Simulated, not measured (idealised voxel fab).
process module | voxel self aligned contacts
cross-section cut | 180 nm wide | cells 5 nm
A cross-section is a grid of square cells, given in bands from the top down. A band is one or more rows of cells.
Each band's line starts with the height of the band's top and of its bottom, in nm. Then come its materials from left to right, each with its width in nm. One material with "throughout" fills the band from edge to edge. "air" is empty space.
Height 0 is the level under which the wafer as received is all one material. The lowest band goes on downwards, as in "0 down".
A width such as "30 to 40" changes by the same amount from each row of cells to the next, from the band's top row to its bottom row.
"no change" after a step means that no cell of the cross-section changed.
closed voids: empty space of 8 cells or more with no open way to the top, each as width x height at its distance from the left edge, in nm
after a step's settings: what the simulator itself notes on the step
overlay nm, on a step with a mask: how far to the right of its planned place the mask lay; to the left if negative
plan
1 op RECEIVE | material Si
2 op CONFORMAL_DEP | material SiO2 | thk nm 5
3 op DIRECTIONAL_DEP | material polySi | thk nm 25
4 op DIRECTIONAL_DEP | material SiN | thk nm 20
5 op PATTERN | tone cover | mask id GATE | material resist | width nm 35 | pitch nm 70 | thk nm 15 | overlay nm 0
6 op DIRECTIONAL_ETCH | etch materials SiN | depth nm 20
7 op DIRECTIONAL_ETCH | etch materials polySi | depth nm 25
8 op STRIP | etch materials resist
9 op CONFORMAL_DEP | material SiN | thk nm 5
10 op DIRECTIONAL_ETCH | etch materials SiN | depth nm 5
11 op FILL_DEP | material SiO2 | thk nm 15
12 op CMP | height nm 60
13 op MASKED_ETCH | tone open | mask id CONTACT | width nm 55 | etch materials SiO2 | depth nm 60 | overlay nm 0
14 op CONFORMAL_DEP | material TiN | thk nm 5
15 op FILL_DEP | material W | thk nm 5
16 op CMP | height nm 60
17 op CONFORMAL_DEP | material SiN | thk nm 5
first wafer, as planned
as received, after step 1
  0 down: Si throughout
  closed voids: none
after step 2
  5 to 0: SiO2 throughout
  below 0: unchanged
after step 3
  30 to 5: polySi throughout
  below 5: unchanged
after step 4
  50 to 30: SiN throughout
  below 30: unchanged
after step 5
  65 to 50: air 35 | resist 35 | air 35 | resist 35 | air 40
  below 50: unchanged
after step 6
  65 to 50: air 35 | resist 35 | air 35 | resist 35 | air 40
  50 to 30: air 35 | SiN 35 | air 35 | SiN 35 | air 40
  below 30: unchanged
after step 7
  65 to 50: air 35 | resist 35 | air 35 | resist 35 | air 40
  50 to 30: air 35 | SiN 35 | air 35 | SiN 35 | air 40
  30 to 5: air 35 | polySi 35 | air 35 | polySi 35 | air 40
  below 5: unchanged
after step 8
  50 to 30: air 35 | SiN 35 | air 35 | SiN 35 | air 40
  below 30: unchanged
after step 9
  55 to 30: air 30 | SiN 45 | air 25 | SiN 45 | air 35
  30 to 10: air 30 | SiN 5 | polySi 35 | SiN 5 | air 25 | SiN 5 | polySi 35 | SiN 5 | air 35
  10 to 5: SiN 35 | polySi 35 | SiN 35 | polySi 35 | SiN 40
  below 5: unchanged
after step 10
  50 to 30: air 30 | SiN 45 | air 25 | SiN 45 | air 35
  30 to 5: air 30 | SiN 5 | polySi 35 | SiN 5 | air 25 | SiN 5 | polySi 35 | SiN 5 | air 35
  below 5: unchanged
after step 11
  65 to 50: SiO2 throughout
  50 to 30: SiO2 30 | SiN 45 | SiO2 25 | SiN 45 | SiO2 35
  30 to 5: SiO2 30 | SiN 5 | polySi 35 | SiN 5 | SiO2 25 | SiN 5 | polySi 35 | SiN 5 | SiO2 35
  below 5: unchanged
after step 12
  60 to 50: SiO2 throughout
  below 50: unchanged
after step 13
  60 to 50: SiO2 60 | air 55 | SiO2 65
  50 to 30: SiO2 30 | SiN 45 | air 25 | SiN 45 | SiO2 35
  30 to 5: SiO2 30 | SiN 5 | polySi 35 | SiN 5 | air 25 | SiN 5 | polySi 35 | SiN 5 | SiO2 35
  5 to 0: SiO2 75 | air 25 | SiO2 80
  below 0: unchanged
after step 14
  65 to 60: TiN 65 | air 45 | TiN 70
  60 to 50: SiO2 60 | TiN 5 to 20 | air 45 to 15 | TiN 5 to 20 | SiO2 65
  50 to 30: SiO2 30 | SiN 45 | TiN 5 | air 15 | TiN 5 | SiN 45 | SiO2 35
  30 to 5: SiO2 30 | SiN 5 | polySi 35 | SiN 5 | TiN 5 | air 15 | TiN 5 | SiN 5 | polySi 35 | SiN 5 | SiO2 35
  5 to 0: SiO2 75 | TiN 25 | SiO2 80
  below 0: unchanged
after step 15
  70 to 65: W throughout
  65 to 60: TiN 65 | W 45 | TiN 70
  60 to 50: SiO2 60 | TiN 5 to 20 | W 45 to 15 | TiN 5 to 20 | SiO2 65
  50 to 30: SiO2 30 | SiN 45 | TiN 5 | W 15 | TiN 5 | SiN 45 | SiO2 35
  30 to 5: SiO2 30 | SiN 5 | polySi 35 | SiN 5 | TiN 5 | W 15 | TiN 5 | SiN 5 | polySi 35 | SiN 5 | SiO2 35
  below 5: unchanged
after step 16
  60 to 50: SiO2 60 | TiN 5 to 20 | W 45 to 15 | TiN 5 to 20 | SiO2 65
  below 50: unchanged
after step 17
  65 to 60: SiN throughout
  below 60: unchanged
second wafer: like start, like plan, one mistake. Through step 1 it matches the first wafer
when step 2 should have ended
  25 to 0: polySi throughout
  below 0: unchanged
when step 3 should have ended
  30 to 25: SiO2 throughout
  below 25: unchanged
when step 4 should have ended
  50 to 30: SiN throughout
  below 30: unchanged
when step 5 should have ended
  65 to 50: air 35 | resist 35 | air 35 | resist 35 | air 40
  below 50: unchanged
when step 6 should have ended
  65 to 50: air 35 | resist 35 | air 35 | resist 35 | air 40
  50 to 30: air 35 | SiN 35 | air 35 | SiN 35 | air 40
  below 30: unchanged
when step 7 should have ended: no change
when step 8 should have ended
  50 to 30: air 35 | SiN 35 | air 35 | SiN 35 | air 40
  below 30: unchanged
when step 9 should have ended
  55 to 35: air 30 | SiN 45 | air 25 | SiN 45 | air 35
  35 to 30: SiN throughout
  below 30: unchanged
when step 10 should have ended
  50 to 30: air 30 | SiN 45 | air 25 | SiN 45 | air 35
  below 30: unchanged
when step 11 should have ended
  65 to 50: SiO2 throughout
  50 to 30: SiO2 30 | SiN 45 | SiO2 25 | SiN 45 | SiO2 35
  below 30: unchanged
when step 12 should have ended
  60 to 50: SiO2 throughout
  below 50: unchanged
when step 13 should have ended
  60 to 50: SiO2 60 | air 55 | SiO2 65
  50 to 30: SiO2 30 | SiN 45 | air 25 | SiN 45 | SiO2 35
  30 to 25: SiO2 75 | air 25 | SiO2 80
  below 25: unchanged
when step 14 should have ended
  65 to 60: TiN 65 | air 45 | TiN 70
  60 to 50: SiO2 60 | TiN 5 to 20 | air 45 to 15 | TiN 5 to 20 | SiO2 65
  50 to 30: SiO2 30 | SiN 45 | TiN 5 | air 15 | TiN 5 | SiN 45 | SiO2 35
  30 to 25: SiO2 75 | TiN 25 | SiO2 80
  below 25: unchanged
when step 15 should have ended
  70 to 65: W throughout
  65 to 60: TiN 65 | W 45 | TiN 70
  60 to 50: SiO2 60 | TiN 5 to 20 | W 45 to 15 | TiN 5 to 20 | SiO2 65
  50 to 30: SiO2 30 | SiN 45 | TiN 5 | W 15 | TiN 5 | SiN 45 | SiO2 35
  below 30: unchanged
when step 16 should have ended
  60 to 50: SiO2 60 | TiN 5 to 20 | W 45 to 15 | TiN 5 to 20 | SiO2 65
  below 50: unchanged
when step 17 should have ended
  65 to 60: SiN throughout
  below 60: unchanged
what went wrong: steps 2 and 3 were swapped
at the end the second wafer has, in cells: 20 fewer of SiN | 65 fewer of SiO2 | 10 fewer of TiN | 15 fewer of W | 110 more of polySi
